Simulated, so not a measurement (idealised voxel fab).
The process module that follows is named voxel wiring stack.
The figure presents cross-section cut, which has a width of 190 nm and is divided into square cells with an edge length of 5 nm.
Think of the cross-section as a grid of square cells. We describe it in bands, top to bottom, and each band covers one or more rows of those cells. Heads up on the band format: heights come first, top then bottom, in nm. After that it's the materials left to right, each with its width in nm. A single material flagged "throughout" fills the whole band edge to edge, and "air" means there's empty space there. The reference from which all heights are counted is 0, the level beneath which the as-received wafer is entirely one material; the lowest band, having no lower bound, proceeds downward and is written after the example "0..down". Width: "30..40" (first number = top row, second number = bottom row, same change from row to row of cells). "no change occurred" after a step means that no cell of the cross-section changed. Closed-off voids of 8+ cells (no open route to the top) go in "Enclosed empty spaces", written width x height at distance from the left edge, in nm. What comes after the settings on a step's line is commentary from the simulator itself on that step. overlay nm: mask right of planned place by this much (step with mask). Neg. = left.

## The planned process steps are enumerated hereunder
1) RECEIVE,material Si
2) CONFORMAL_DEP,material SiO2,thk nm 15
3) CONFORMAL_DEP,material SiN,thk nm 5
4) DIRECTIONAL_DEP,material SiO2,thk nm 20
5) PATTERN,tone open,mask id METAL_1,material resist,width nm 25,pitch nm 40,thk nm 20,overlay nm 0
6) DIRECTIONAL_ETCH,etch materials SiO2,depth nm 20
7) DIRECTIONAL_ETCH,etch materials SiN,depth nm 5
8) STRIP,etch materials resist
9) CONFORMAL_DEP,material TiN,thk nm 5
10) FILL_DEP,material W,thk nm 5
11) CMP,height nm 40
12) EPI,material Ru,thk nm 5
13) FILL_DEP,material SiCN,thk nm 5
14) DIRECTIONAL_DEP,material SiO2,thk nm 30
15) DIRECTIONAL_DEP,material aC,thk nm 10
16) PATTERN,tone open,mask id METAL_2,material resist,width nm 25,pitch nm 40,thk nm 30,overlay nm 0
17) DIRECTIONAL_ETCH,etch materials aC,depth nm 10
18) STRIP,etch materials resist
19) DIRECTIONAL_ETCH,etch materials SiO2,depth nm 15
20) STRIP,etch materials aC
21) PATTERN,tone open,mask id METAL_2_HOLES,material resist,width nm 15,thk nm 15,overlay nm 0
22) DIRECTIONAL_ETCH,etch materials SiO2,depth nm 15
23) DIRECTIONAL_ETCH,etch materials SiCN,depth nm 5
24) STRIP,etch materials resist
25) CONFORMAL_DEP,material TiN,thk nm 5
26) FILL_DEP,material Ru,thk nm 10
27) CMP,height nm 80
28) CONFORMAL_DEP,material SiCN,thk nm 5
29) DIRECTIONAL_DEP,material SiO2,thk nm 15
30) DIRECTIONAL_DEP,material aC,thk nm 15
31) PATTERN,tone open,mask id PLUG_2,material resist,width nm 15,thk nm 35,overlay nm 0
32) DIRECTIONAL_ETCH,etch materials aC,depth nm 15
33) STRIP,etch materials resist
34) DIRECTIONAL_ETCH,etch materials SiO2,depth nm 15
35) DIRECTIONAL_ETCH,etch materials SiCN,depth nm 5
36) STRIP,etch materials aC
37) CONFORMAL_DEP,material TiN,thk nm 5
38) FILL_DEP,material Ru,thk nm 5
39) CMP,height nm 100
40) DIRECTIONAL_DEP,material TiN,thk nm 5
41) DIRECTIONAL_DEP,material W,thk nm 20
42) PATTERN,tone cover,mask id METAL_3,material resist,width nm 25,pitch nm 40,thk nm 20,overlay nm 0
43) DIRECTIONAL_ETCH,etch materials W,depth nm 20
44) DIRECTIONAL_ETCH,etch materials TiN,depth nm 5
45) STRIP,etch materials resist
46) CONFORMAL_DEP,material SiN,thk nm 5
47) FILL_DEP,material SiO2,thk nm 5
48) CMP,height nm 125
49) CONFORMAL_DEP,material SiCN,thk nm 5

## Of two wafers, the first: run according to plan

## Wafer as received: cross-section following step 1
0..down: Si throughout
Enclosed empty spaces: none

## Wafer after step 2 (cross-section)
15..0: SiO2 throughout
For the remainder of the cross-section, below 0, there is no change.

## Wafer after step 3 (cross-section)
20..15: SiN throughout
For the remainder of the cross-section, below 15, there is no change.

## Wafer after step 4 (cross-section)
40..20: SiO2 throughout
For the remainder of the cross-section, below 20, there is no change.

## Wafer after step 5 (cross-section)
60..40: resist (60), air (25), resist (15), air (25), resist (65)
For the remainder of the cross-section, below 40, there is no change.

## Wafer after step 6 (cross-section)
60..40: resist (60), air (25), resist (15), air (25), resist (65)
40..20: SiO2 (60), air (25), SiO2 (15), air (25), SiO2 (65)
For the remainder of the cross-section, below 20, there is no change.

## Wafer after step 7 (cross-section)
60..40: resist (60), air (25), resist (15), air (25), resist (65)
40..20: SiO2 (60), air (25), SiO2 (15), air (25), SiO2 (65)
20..15: SiN (60), air (25), SiN (15), air (25), SiN (65)
For the remainder of the cross-section, below 15, there is no change.

## Wafer after step 8 (cross-section)
40..20: SiO2 (60), air (25), SiO2 (15), air (25), SiO2 (65)
For the remainder of the cross-section, below 20, there is no change.

## Wafer after step 9 (cross-section)
45..40: TiN (65), air (15), TiN (25), air (15), TiN (70)
40..20: SiO2 (60), TiN (5), air (15), TiN (5), SiO2 (15), TiN (5), air (15), TiN (5), SiO2 (65)
20..15: SiN (60), TiN (25), SiN (15), TiN (25), SiN (65)
For the remainder of the cross-section, below 15, there is no change.

## Wafer after step 10 (cross-section)
50..45: W throughout
45..40: TiN (65), W (15), TiN (25), W (15), TiN (70)
40..20: SiO2 (60), TiN (5), W (15), TiN (5), SiO2 (15), TiN (5), W (15), TiN (5), SiO2 (65)
For the remainder of the cross-section, below 20, there is no change.

## Wafer after step 11 (cross-section)
40..20: SiO2 (60), TiN (5), W (15), TiN (5), SiO2 (15), TiN (5), W (15), TiN (5), SiO2 (65)
For the remainder of the cross-section, below 20, there is no change.

## Wafer after step 12 (cross-section)
45..40: air (55), Ru (35), air (5), Ru (35), air (60)
For the remainder of the cross-section, below 40, there is no change.

## Wafer after step 13 (cross-section)
50..45: SiCN throughout
45..40: SiCN (55), Ru (35), SiCN (5), Ru (35), SiCN (60)
For the remainder of the cross-section, below 40, there is no change.

## Wafer after step 14 (cross-section)
80..50: SiO2 throughout
For the remainder of the cross-section, below 50, there is no change.

## Wafer after step 15 (cross-section)
90..80: aC throughout
For the remainder of the cross-section, below 80, there is no change.

## Wafer after step 16 (cross-section)
120..90: resist (60), air (25), resist (15), air (25), resist (65)
For the remainder of the cross-section, below 90, there is no change.

## Wafer after step 17 (cross-section)
110..90: resist (60), air (25), resist (15), air (25), resist (65)
90..80: aC (60), air (25), aC (15), air (25), aC (65)
For the remainder of the cross-section, below 80, there is no change.

## Wafer after step 18 (cross-section)
90..80: aC (60), air (25), aC (15), air (25), aC (65)
For the remainder of the cross-section, below 80, there is no change.

## Wafer after step 19 (cross-section)
90..80: aC (60), air (25), aC (15), air (25), aC (65)
80..65: SiO2 (60), air (25), SiO2 (15), air (25), SiO2 (65)
For the remainder of the cross-section, below 65, there is no change.

## Wafer after step 20 (cross-section)
80..65: SiO2 (60), air (25), SiO2 (15), air (25), SiO2 (65)
For the remainder of the cross-section, below 65, there is no change.

## Wafer after step 21 (cross-section)
95..80: resist (60), air (15), resist (115)
80..65: SiO2 (60), air (15), resist (10), SiO2 (15), resist (25), SiO2 (65)
For the remainder of the cross-section, below 65, there is no change.

## Wafer after step 22 (cross-section)
95..80: resist (60), air (15), resist (115)
80..65: SiO2 (60), air (15), resist (10), SiO2 (15), resist (25), SiO2 (65)
65..50: SiO2 (60), air (15), SiO2 (115)
For the remainder of the cross-section, below 50, there is no change.

## Wafer after step 23 (cross-section)
95..80: resist (60), air (15), resist (115)
80..65: SiO2 (60), air (15), resist (10), SiO2 (15), resist (25), SiO2 (65)
65..50: SiO2 (60), air (15), SiO2 (115)
50..45: SiCN (60), air (15), SiCN (115)
For the remainder of the cross-section, below 45, there is no change.

## Wafer after step 24 (cross-section)
80..65: SiO2 (60), air (25), SiO2 (15), air (25), SiO2 (65)
For the remainder of the cross-section, below 65, there is no change.

## Wafer after step 25 (cross-section)
85..80: TiN (65), air (15), TiN (25), air (15), TiN (70)
80..70: SiO2 (60), TiN (5), air (15), TiN (5), SiO2 (15), TiN (5), air (15), TiN (5), SiO2 (65)
70..65: SiO2 (60), TiN (5), air (5), TiN (15), SiO2 (15), TiN (25), SiO2 (65)
65..50: SiO2 (60), TiN (5), air (5), TiN (5), SiO2 (115)
50..45: SiCN (60), TiN (15), SiCN (115)
For the remainder of the cross-section, below 45, there is no change.

## Wafer after step 26 (cross-section)
95..85: Ru throughout
85..80: TiN (65), Ru (15), TiN (25), Ru (15), TiN (70)
80..70: SiO2 (60), TiN (5), Ru (15), TiN (5), SiO2 (15), TiN (5), Ru (15), TiN (5), SiO2 (65)
70..65: SiO2 (60), TiN (5), Ru (5), TiN (15), SiO2 (15), TiN (25), SiO2 (65)
65..50: SiO2 (60), TiN (5), Ru (5), TiN (5), SiO2 (115)
For the remainder of the cross-section, below 50, there is no change.

## Wafer after step 27 (cross-section)
80..70: SiO2 (60), TiN (5), Ru (15), TiN (5), SiO2 (15), TiN (5), Ru (15), TiN (5), SiO2 (65)
For the remainder of the cross-section, below 70, there is no change.

## Wafer after step 28 (cross-section)
85..80: SiCN throughout
For the remainder of the cross-section, below 80, there is no change.

## Wafer after step 29 (cross-section)
100..85: SiO2 throughout
For the remainder of the cross-section, below 85, there is no change.

## Wafer after step 30 (cross-section)
115..100: aC throughout
For the remainder of the cross-section, below 100, there is no change.

## Wafer after step 31 (cross-section)
150..115: resist (60), air (15), resist (115)
For the remainder of the cross-section, below 115, there is no change.

## Wafer after step 32 (cross-section)
135..115: resist (60), air (15), resist (115)
115..100: aC (60), air (15), aC (115)
For the remainder of the cross-section, below 100, there is no change.

## Wafer after step 33 (cross-section)
115..100: aC (60), air (15), aC (115)
For the remainder of the cross-section, below 100, there is no change.

## Wafer after step 34 (cross-section)
115..100: aC (60), air (15), aC (115)
100..85: SiO2 (60), air (15), SiO2 (115)
For the remainder of the cross-section, below 85, there is no change.

## Wafer after step 35 (cross-section)
115..100: aC (60), air (15), aC (115)
100..85: SiO2 (60), air (15), SiO2 (115)
85..80: SiCN (60), air (15), SiCN (115)
For the remainder of the cross-section, below 80, there is no change.

## Wafer after step 36 (cross-section)
100..85: SiO2 (60), air (15), SiO2 (115)
For the remainder of the cross-section, below 85, there is no change.

## Wafer after step 37 (cross-section)
105..100: TiN (65), air (5), TiN (120)
100..85: SiO2 (60), TiN (5), air (5), TiN (5), SiO2 (115)
85..80: SiCN (60), TiN (15), SiCN (115)
For the remainder of the cross-section, below 80, there is no change.

## Wafer after step 38 (cross-section)
110..105: Ru throughout
105..100: TiN (65), Ru (5), TiN (120)
100..85: SiO2 (60), TiN (5), Ru (5), TiN (5), SiO2 (115)
For the remainder of the cross-section, below 85, there is no change.

## Wafer after step 39 (cross-section)
100..85: SiO2 (60), TiN (5), Ru (5), TiN (5), SiO2 (115)
For the remainder of the cross-section, below 85, there is no change.

## Wafer after step 40 (cross-section)
105..100: TiN throughout
For the remainder of the cross-section, below 100, there is no change.

## Wafer after step 41 (cross-section)
125..105: W throughout
For the remainder of the cross-section, below 105, there is no change.

## Wafer after step 42 (cross-section)
145..125: air (60), resist (25), air (15), resist (25), air (65)
For the remainder of the cross-section, below 125, there is no change.

## Wafer after step 43 (cross-section)
145..125: air (60), resist (25), air (15), resist (25), air (65)
125..105: air (60), W (25), air (15), W (25), air (65)
For the remainder of the cross-section, below 105, there is no change.

## Wafer after step 44 (cross-section)
145..125: air (60), resist (25), air (15), resist (25), air (65)
125..105: air (60), W (25), air (15), W (25), air (65)
105..100: air (60), TiN (25), air (15), TiN (25), air (65)
For the remainder of the cross-section, below 100, there is no change.

## Wafer after step 45 (cross-section)
125..105: air (60), W (25), air (15), W (25), air (65)
For the remainder of the cross-section, below 105, there is no change.

## Wafer after step 46 (cross-section)
130..125: air (55), SiN (35), air (5), SiN (35), air (60)
125..105: air (55), SiN (5), W (25), SiN (5), air (5), SiN (5), W (25), SiN (5), air (60)
105..100: SiN (60), TiN (25), SiN (15), TiN (25), SiN (65)
For the remainder of the cross-section, below 100, there is no change.

## Wafer after step 47 (cross-section)
135..130: SiO2 throughout
130..125: SiO2 (55), SiN (35), SiO2 (5), SiN (35), SiO2 (60)
125..105: SiO2 (55), SiN (5), W (25), SiN (5), SiO2 (5), SiN (5), W (25), SiN (5), SiO2 (60)
For the remainder of the cross-section, below 105, there is no change.

## Wafer after step 48 (cross-section)
125..105: SiO2 (55), SiN (5), W (25), SiN (5), SiO2 (5), SiN (5), W (25), SiN (5), SiO2 (60)
For the remainder of the cross-section, below 105, there is no change.

## Wafer after step 49 (cross-section)
130..125: SiCN throughout
For the remainder of the cross-section, below 125, there is no change.

## What follows concerns the second wafer, which started out like the first and was meant to follow the very same plan; one mistake crept in when it was run, but everything up to and including step 13 is the same as for the first wafer

## Planned end of step 14: second wafer, cross-section
60..50: aC throughout
For the remainder of the cross-section, below 50, there is no change.

## Planned end of step 15: second wafer, cross-section
90..60: SiO2 throughout
For the remainder of the cross-section, below 60, there is no change.

## Planned end of step 16: second wafer, cross-section
120..90: resist (60), air (25), resist (15), air (25), resist (65)
For the remainder of the cross-section, below 90, there is no change.

## Planned end of step 17: second wafer, cross-section
110..90: resist (60), air (25), resist (15), air (25), resist (65)
For the remainder of the cross-section, below 90, there is no change.

## Planned end of step 18: second wafer, cross-section
90..60: SiO2 throughout
For the remainder of the cross-section, below 60, there is no change.

## Planned end of step 19: second wafer, cross-section
75..60: SiO2 throughout
For the remainder of the cross-section, below 60, there is no change.

Planned end of step 20: second wafer, cross-section: no change occurred

## Planned end of step 21: second wafer, cross-section
90..75: resist (60), air (15), resist (115)
For the remainder of the cross-section, below 75, there is no change.

## Planned end of step 22: second wafer, cross-section
90..75: resist (60), air (15), resist (115)
75..60: SiO2 (60), air (15), SiO2 (115)
For the remainder of the cross-section, below 60, there is no change.

Planned end of step 23: second wafer, cross-section: no change occurred

## Planned end of step 24: second wafer, cross-section
75..60: SiO2 (60), air (15), SiO2 (115)
For the remainder of the cross-section, below 60, there is no change.

## Planned end of step 25: second wafer, cross-section
80..75: TiN (65), air (5), TiN (120)
75..65: SiO2 (60), TiN (5), air (5), TiN (5), SiO2 (115)
65..60: SiO2 (60), TiN (15), SiO2 (115)
For the remainder of the cross-section, below 60, there is no change.

## Planned end of step 26: second wafer, cross-section
90..80: Ru throughout
80..75: TiN (65), Ru (5), TiN (120)
75..65: SiO2 (60), TiN (5), Ru (5), TiN (5), SiO2 (115)
For the remainder of the cross-section, below 65, there is no change.

## Planned end of step 27: second wafer, cross-section
80..75: TiN (65), Ru (5), TiN (120)
For the remainder of the cross-section, below 75, there is no change.

## Planned end of step 28: second wafer, cross-section
85..80: SiCN throughout
For the remainder of the cross-section, below 80, there is no change.

## Planned end of step 29: second wafer, cross-section
100..85: SiO2 throughout
For the remainder of the cross-section, below 85, there is no change.

## Planned end of step 30: second wafer, cross-section
115..100: aC throughout
For the remainder of the cross-section, below 100, there is no change.

## Planned end of step 31: second wafer, cross-section
150..115: resist (60), air (15), resist (115)
For the remainder of the cross-section, below 115, there is no change.

## Planned end of step 32: second wafer, cross-section
135..115: resist (60), air (15), resist (115)
115..100: aC (60), air (15), aC (115)
For the remainder of the cross-section, below 100, there is no change.

## Planned end of step 33: second wafer, cross-section
115..100: aC (60), air (15), aC (115)
For the remainder of the cross-section, below 100, there is no change.

## Planned end of step 34: second wafer, cross-section
115..100: aC (60), air (15), aC (115)
100..85: SiO2 (60), air (15), SiO2 (115)
For the remainder of the cross-section, below 85, there is no change.

## Planned end of step 35: second wafer, cross-section
115..100: aC (60), air (15), aC (115)
100..85: SiO2 (60), air (15), SiO2 (115)
85..80: SiCN (60), air (15), SiCN (115)
For the remainder of the cross-section, below 80, there is no change.

## Planned end of step 36: second wafer, cross-section
100..85: SiO2 (60), air (15), SiO2 (115)
For the remainder of the cross-section, below 85, there is no change.

## Planned end of step 37: second wafer, cross-section
105..100: TiN (65), air (5), TiN (120)
100..85: SiO2 (60), TiN (5), air (5), TiN (5), SiO2 (115)
85..80: SiCN (60), TiN (15), SiCN (115)
For the remainder of the cross-section, below 80, there is no change.

## Planned end of step 38: second wafer, cross-section
110..105: Ru throughout
105..100: TiN (65), Ru (5), TiN (120)
100..85: SiO2 (60), TiN (5), Ru (5), TiN (5), SiO2 (115)
For the remainder of the cross-section, below 85, there is no change.

## Planned end of step 39: second wafer, cross-section
100..85: SiO2 (60), TiN (5), Ru (5), TiN (5), SiO2 (115)
For the remainder of the cross-section, below 85, there is no change.

## Planned end of step 40: second wafer, cross-section
105..100: TiN throughout
For the remainder of the cross-section, below 100, there is no change.

## Planned end of step 41: second wafer, cross-section
125..105: W throughout
For the remainder of the cross-section, below 105, there is no change.

## Planned end of step 42: second wafer, cross-section
145..125: air (60), resist (25), air (15), resist (25), air (65)
For the remainder of the cross-section, below 125, there is no change.

## Planned end of step 43: second wafer, cross-section
145..125: air (60), resist (25), air (15), resist (25), air (65)
125..105: air (60), W (25), air (15), W (25), air (65)
For the remainder of the cross-section, below 105, there is no change.

## Planned end of step 44: second wafer, cross-section
145..125: air (60), resist (25), air (15), resist (25), air (65)
125..105: air (60), W (25), air (15), W (25), air (65)
105..100: air (60), TiN (25), air (15), TiN (25), air (65)
For the remainder of the cross-section, below 100, there is no change.

## Planned end of step 45: second wafer, cross-section
125..105: air (60), W (25), air (15), W (25), air (65)
For the remainder of the cross-section, below 105, there is no change.

## Planned end of step 46: second wafer, cross-section
130..125: air (55), SiN (35), air (5), SiN (35), air (60)
125..105: air (55), SiN (5), W (25), SiN (5), air (5), SiN (5), W (25), SiN (5), air (60)
105..100: SiN (60), TiN (25), SiN (15), TiN (25), SiN (65)
For the remainder of the cross-section, below 100, there is no change.

## Planned end of step 47: second wafer, cross-section
135..130: SiO2 throughout
130..125: SiO2 (55), SiN (35), SiO2 (5), SiN (35), SiO2 (60)
125..105: SiO2 (55), SiN (5), W (25), SiN (5), SiO2 (5), SiN (5), W (25), SiN (5), SiO2 (60)
For the remainder of the cross-section, below 105, there is no change.

## Planned end of step 48: second wafer, cross-section
125..105: SiO2 (55), SiN (5), W (25), SiN (5), SiO2 (5), SiN (5), W (25), SiN (5), SiO2 (60)
For the remainder of the cross-section, below 105, there is no change.

## Planned end of step 49: second wafer, cross-section
130..125: SiCN throughout
For the remainder of the cross-section, below 125, there is no change.
Processing error: order of steps 14 and 15 inverted relative to the plan
Final comparison by cell count, materials where the second wafer has more or fewer than the first: -13 Ru, +3 SiCN, -84 SiO2, +18 TiN, +76 aC
